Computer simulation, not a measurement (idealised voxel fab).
The following process module bears the name voxel self aligned vias.
This is section cut - it's 205 nm across, gridded in 5 nm square cells.
For the purposes of this document, a cross-section shall be understood as a grid of square cells, specified as bands listed in top-to-bottom order, each band consisting of one or more rows of cells. Each band's line starts with the height of the band's top and of its bottom, in nm. Then come its materials from left to right, each with its width in nm. One material with "throughout" fills the band from edge to edge. "empty" is empty space. Height reference: 0 = level under which incoming wafer is all one material. Lowest band: no bottom, runs on downward, e.g. "z 0 and below". The notation "30->40" denotes a width that varies across the rows of cells in the band, beginning at the first number in the top row, finishing at the second number in the bottom row, and changing by an identical amount from each row to the next. It should be understood that the words "no alteration", when stated for a given step, signify that the cross-section underwent no change in any of its cells during that step. "Closed internal cavities" lists enclosed empty spaces (at least 8 cells, no open path upward to the top), each as width x height at distance from the left edge, in nm. Anything after a step's settings on that line? It's the simulator's own note about the step. On any step carrying a mask, the "overlay nm" setting, if present on the step's line, tells how far right of its planned place the mask lay; negative values point to the left.

[The process steps that were planned are listed below]
- 1: RECEIVE, material Si
- 2: CONFORMAL_DEP, material SiO2, thk nm 10
- 3: CONFORMAL_DEP, material SiCN, thk nm 5
- 4: DIRECTIONAL_DEP, material lowk, thk nm 20
- 5: DIRECTIONAL_DEP, material aC, thk nm 10
- 6: PATTERN, tone open, mask id LINES, material resist, width nm 30, pitch nm 80, thk nm 30, overlay nm 0
- 7: DIRECTIONAL_ETCH, etch materials aC, depth nm 10
- 8: STRIP, etch materials resist
- 9: DIRECTIONAL_ETCH, etch materials lowk, depth nm 20
- 10: STRIP, etch materials aC
- 11: CONFORMAL_DEP, material TiN, thk nm 5
- 12: FILL_DEP, material Ru, thk nm 5
- 13: CMP, height nm 35
- 14: SELECTIVE_ETCH, etch materials W Ru TiN, depth nm 10
- 15: FILL_DEP, material SiN, thk nm 10
- 16: CMP, height nm 35
- 17: DIRECTIONAL_DEP, material lowk, thk nm 15
- 18: DIRECTIONAL_DEP, material aC, thk nm 10
- 19: PATTERN, tone open, mask id VIAS, material resist, width nm 50, thk nm 30, overlay nm 0
- 20: DIRECTIONAL_ETCH, etch materials aC, depth nm 10
- 21: STRIP, etch materials resist
- 22: DIRECTIONAL_ETCH, etch materials lowk, depth nm 15
- 23: DIRECTIONAL_ETCH, etch materials SiN, depth nm 10
- 24: STRIP, etch materials aC
- 25: CONFORMAL_DEP, material TiN, thk nm 5
- 26: FILL_DEP, material W, thk nm 10
- 27: CMP, height nm 50
- 28: CONFORMAL_DEP, material SiN, thk nm 5

[Received-state cross-section, reflecting completion of step 1]
> z 0 and below: Si throughout
> Closed internal cavities: none

[Cross-sectional view of the first of the two wafers upon completion of the module, processed in accordance with the plan]
> z 55 to 50: SiN throughout
> z 50 to 40: lowk 35 | TiN 5 | W 40 | TiN 5 | lowk 120
> z 40 to 35: lowk 35 | TiN 15 | W 20 | TiN 15 | lowk 120
> z 35 to 30: lowk 45 | TiN 5 | W 20 | TiN 5 | lowk 50 | SiN 30 | lowk 50
> z 30 to 25: lowk 45 | TiN 30 | lowk 50 | SiN 30 | lowk 50
> z 25 to 20: lowk 45 | TiN 5 | Ru 20 | TiN 5 | lowk 50 | TiN 5 | Ru 20 | TiN 5 | lowk 50
> z 20 to 15: lowk 45 | TiN 30 | lowk 50 | TiN 30 | lowk 50
> z 15 to 10: SiCN throughout
> z 10 to 0: SiO2 throughout
> z 0 and below: Si throughout
> Closed internal cavities: none

[What the second wafer looks like in cross-section once the module is done. Its start and its plan matched the first wafer's exactly; what differed was one mistake in how it was run]
> z 55 to 50: SiN throughout
> z 50 to 45: TiN 40 | W 40 | TiN 125
> z 45 to 35: lowk 35 | TiN 5 | W 40 | TiN 5 | lowk 120
> z 35 to 30: lowk 35 | TiN 15 | W 20 | TiN 15 | lowk 40 | SiN 30 | lowk 50
> z 30 to 25: lowk 45 | TiN 30 | lowk 50 | SiN 30 | lowk 50
> z 25 to 20: lowk 45 | TiN 5 | Ru 20 | TiN 5 | lowk 50 | TiN 5 | Ru 20 | TiN 5 | lowk 50
> z 20 to 15: lowk 45 | TiN 30 | lowk 50 | TiN 30 | lowk 50
> z 15 to 10: SiCN throughout
> z 10 to 0: SiO2 throughout
> z 0 and below: Si throughout
> Closed internal cavities: none
It is concluded that the wafer was processed incorrectly with respect to the plan, in that step 17, actual vs plan mismatch, actual run DIRECTIONAL_DEP, material lowk, thk nm 10
Looking at both finished wafers in cells, the second ends up ahead of or behind the first on some materials: TiN: 31 more | W: 4 more | lowk: 35 fewer
